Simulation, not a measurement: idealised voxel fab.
The process module that follows is named voxel self aligned contacts.
In the cross-section labelled cut, the width is 185 nm and each square cell is 5 nm.
Think of the cross-section as a grid of square cells. We describe it in bands, top to bottom, and each band covers one or more rows of those cells.
Band entry format. Leading values: height of top, height of bottom, nm. Remainder: materials in left-to-right order, each with its width in nm. Special words: "throughout" on a single material, which then fills the band edge to edge; "blank", empty space.
Height 0 is the level under which the wafer as received is all one material. The lowest band goes on downwards, as in "0 -> down".
It should be noted that a width expressed as "30->40" varies in equal increments from row to row of cells within the band, taking the value of the first number at the top row and that of the second number at the bottom row.
Step marked "stayed the same"? Then no cell in the cross-section changed in it.
The entry "Encapsulated voids" lists the empty spaces that cover at least 8 cells and have no open path to the top. Each is written as width x height at distance, where the distance is measured from the left edge and all three values are in nm.
What comes after the settings on a step's line is commentary from the simulator itself on that step.
overlay nm: mask right of planned place by this much (step with mask). Neg. = left.

### Below is the list of planned process steps
- 1: RECEIVE,material Si
- 2: CONFORMAL_DEP,material SiO2,thk nm 5
- 3: DIRECTIONAL_DEP,material polySi,thk nm 25
- 4: DIRECTIONAL_DEP,material SiN,thk nm 20
- 5: MASKED_ETCH,tone cover,mask id GATE,width nm 25,pitch nm 55,etch materials SiN,depth nm 20,overlay nm 0
- 6: MASKED_ETCH,tone cover,mask id GATE,width nm 25,pitch nm 55,etch materials polySi,depth nm 25,overlay nm 0
- 7: CONFORMAL_DEP,material SiN,thk nm 5
- 8: DIRECTIONAL_ETCH,etch materials SiN,depth nm 5
- 9: FILL_DEP,material SiO2,thk nm 15
- 10: CMP,height nm 60
- 11: DIRECTIONAL_DEP,material aC,thk nm 15
- 12: PATTERN,tone open,mask id CONTACT,material resist,width nm 40,thk nm 35,overlay nm 0
- 13: DIRECTIONAL_ETCH,etch materials aC,depth nm 15
- 14: STRIP,etch materials resist
- 15: DIRECTIONAL_ETCH,etch materials SiO2,depth nm 60
- 16: STRIP,etch materials aC
- 17: CONFORMAL_DEP,material TiN,thk nm 5
- 18: FILL_DEP,material Ru,thk nm 10
- 19: CMP,height nm 60
- 20: CONFORMAL_DEP,material SiCN,thk nm 5

### Step 1 complete: cross-section of the wafer as received
  0 -> down = Si throughout
  Encapsulated voids: none

### Post-module cross-section of the first of two wafers (run per plan)
  65 -> 60 = SiCN throughout
  60 -> 50 = SiO2 70, then TiN 5->15, then Ru 30->10, then TiN 5->15, then SiO2 75
  50 -> 30 = SiO2 45, then SiN 35, then TiN 5, then Ru 10, then TiN 5, then SiN 35, then SiO2 50
  30 -> 5 = SiO2 45, then SiN 5, then polySi 25, then SiN 5, then TiN 5, then Ru 10, then TiN 5, then SiN 5, then polySi 25, then SiN 5, then SiO2 50
  5 -> 0 = SiO2 80, then TiN 20, then SiO2 85
  0 -> down = Si throughout
  Encapsulated voids: none

### Second wafer cross-section at end of module - shared start and plan with the first, one mistake in the run
  65 -> 60 = SiCN throughout
  60 -> 50 = SiO2 70, then TiN 5->15, then Ru 30->10, then TiN 5->15, then SiO2 75
  50 -> 30 = SiO2 45, then SiN 5, then polySi 25, then SiN 5, then TiN 5, then Ru 10, then TiN 5, then SiN 5, then polySi 25, then SiN 5, then SiO2 50
  30 -> 25 = SiO2 45, then SiN 5, then polySi 25, then SiN 5, then TiN 20, then SiN 5, then polySi 25, then SiN 5, then SiO2 50
  25 -> 5 = SiN throughout
  5 -> 0 = SiO2 throughout
  0 -> down = Si throughout
  Encapsulated voids: none
Nonconformance to the process plan: steps 3 and 4 traded places in the executed sequence
Final difference in cells, second wafer against first, listed per material as more or fewer: -10 Ru | +92 SiN | -72 SiO2 | -10 TiN
